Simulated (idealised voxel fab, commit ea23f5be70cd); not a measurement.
You're looking at the process module voxel trench capacitor.
Pictured: cross-section cut, 195 nm wide, on a grid of 5 nm square cells.
Cross-section format: a grid of square cells, given as bands from top to bottom; each band is one or more rows of cells.
Heights first: top, then bottom, in nm. Then materials, left to right, each with a width in nm. "everywhere" on a single material: fills the band edge to edge. "blank": empty space.
Height is counted from the level 0, under which the received wafer is composed throughout of one material. The lowest of the bands is not closed at the bottom but continues downward, in the notation "0..down".
So if you see something like "30->40" for the width, read it as the top row of the band sitting at the first number and the bottom row at the second, with every row in between moving by the same amount as the last.
Where a step carries "no change occurred", the cross-section came out of it unchanged, cell for cell.
The list in "Sealed internal cavities" covers empty spaces of 8 cells or more that cannot reach the top through any open way, and it gives each as width x height at distance; the distance is from the left edge, and width, height and distance are in nm.
Past the settings on a step's line: simulator remark, on that step.
For masked steps, "overlay nm" on the step line gives how far right of plan the mask actually lay; a minus sign means it lay to the left.

Planned step list for the process:
1. RECEIVE,material Si
2. CONFORMAL_DEP,material SiN,thk nm 10
3. PATTERN,tone open,mask id TRENCH,material resist,width nm 25,pitch nm 45,thk nm 15,overlay nm 0
4. DIRECTIONAL_ETCH,etch materials SiN,depth nm 10
5. DIRECTIONAL_ETCH,etch materials Si,depth nm 20
6. STRIP,etch materials resist
7. CONFORMAL_DEP,material Al2O3,thk nm 5
8. CONFORMAL_DEP,material TiN,thk nm 5
9. FILL_DEP,material W,thk nm 5
10. CMP,height nm 10
The plan's step 5 depth nm is the first wafer's value; the wafers differ in this setting and start identical.

first wafer as received, after step 1:
* 0..down = Si everywhere
* Sealed internal cavities: none

The figure below presents a cross-section of the first of several wafers at the conclusion of the module, following its last step, step 10:
* 10..0 = 40 SiN, 5 Al2O3, 5 TiN, 5 W, 5 TiN, 5 Al2O3, 20 SiN, 5 Al2O3, 5 TiN, 5 W, 5 TiN, 5 Al2O3, 20 SiN, 5 Al2O3, 5 TiN, 5 W, 5 TiN, 5 Al2O3, 40 SiN
* 0..-10 = 40 Si, 5 Al2O3, 5 TiN, 5 W, 5 TiN, 5 Al2O3, 20 Si, 5 Al2O3, 5 TiN, 5 W, 5 TiN, 5 Al2O3, 20 Si, 5 Al2O3, 5 TiN, 5 W, 5 TiN, 5 Al2O3, 40 Si
* -10..-15 = 40 Si, 5 Al2O3, 15 TiN, 5 Al2O3, 20 Si, 5 Al2O3, 15 TiN, 5 Al2O3, 20 Si, 5 Al2O3, 15 TiN, 5 Al2O3, 40 Si
* -15..-20 = 40 Si, 25 Al2O3, 20 Si, 25 Al2O3, 20 Si, 25 Al2O3, 40 Si
* -20..down = Si everywhere
* Sealed internal cavities: none

End of module: cross-section, last of several wafers:
* 10..0 = 40 SiN, 5 Al2O3, 5 TiN, 5 W, 5 TiN, 5 Al2O3, 20 SiN, 5 Al2O3, 5 TiN, 5 W, 5 TiN, 5 Al2O3, 20 SiN, 5 Al2O3, 5 TiN, 5 W, 5 TiN, 5 Al2O3, 40 SiN
* 0..-35 = 40 Si, 5 Al2O3, 5 TiN, 5 W, 5 TiN, 5 Al2O3, 20 Si, 5 Al2O3, 5 TiN, 5 W, 5 TiN, 5 Al2O3, 20 Si, 5 Al2O3, 5 TiN, 5 W, 5 TiN, 5 Al2O3, 40 Si
* -35..-40 = 40 Si, 5 Al2O3, 15 TiN, 5 Al2O3, 20 Si, 5 Al2O3, 15 TiN, 5 Al2O3, 20 Si, 5 Al2O3, 15 TiN, 5 Al2O3, 40 Si
* -40..-45 = 40 Si, 25 Al2O3, 20 Si, 25 Al2O3, 20 Si, 25 Al2O3, 40 Si
* -45..down = Si everywhere
* Sealed internal cavities: none

Heads up, this table goes wafer by wafer. A row tells you, at the end of the module, how many cells of each material that wafer has put on (+) or dropped (-) since it was received, and then its closed voids:
depth nm 20 | +45 Al2O3 | -60 Si | +48 SiN | +33 TiN | +12 W | Sealed internal cavities: none
depth nm 25 | +51 Al2O3 | -75 Si | +48 SiN | +39 TiN | +15 W | Sealed internal cavities: none
depth nm 30 | +57 Al2O3 | -90 Si | +48 SiN | +45 TiN | +18 W | Sealed internal cavities: none
depth nm 35 | +63 Al2O3 | -105 Si | +48 SiN | +51 TiN | +21 W | Sealed internal cavities: none
depth nm 40 | +69 Al2O3 | -120 Si | +48 SiN | +57 TiN | +24 W | Sealed internal cavities: none
depth nm 45 | +75 Al2O3 | -135 Si | +48 SiN | +63 TiN | +27 W | Sealed internal cavities: none
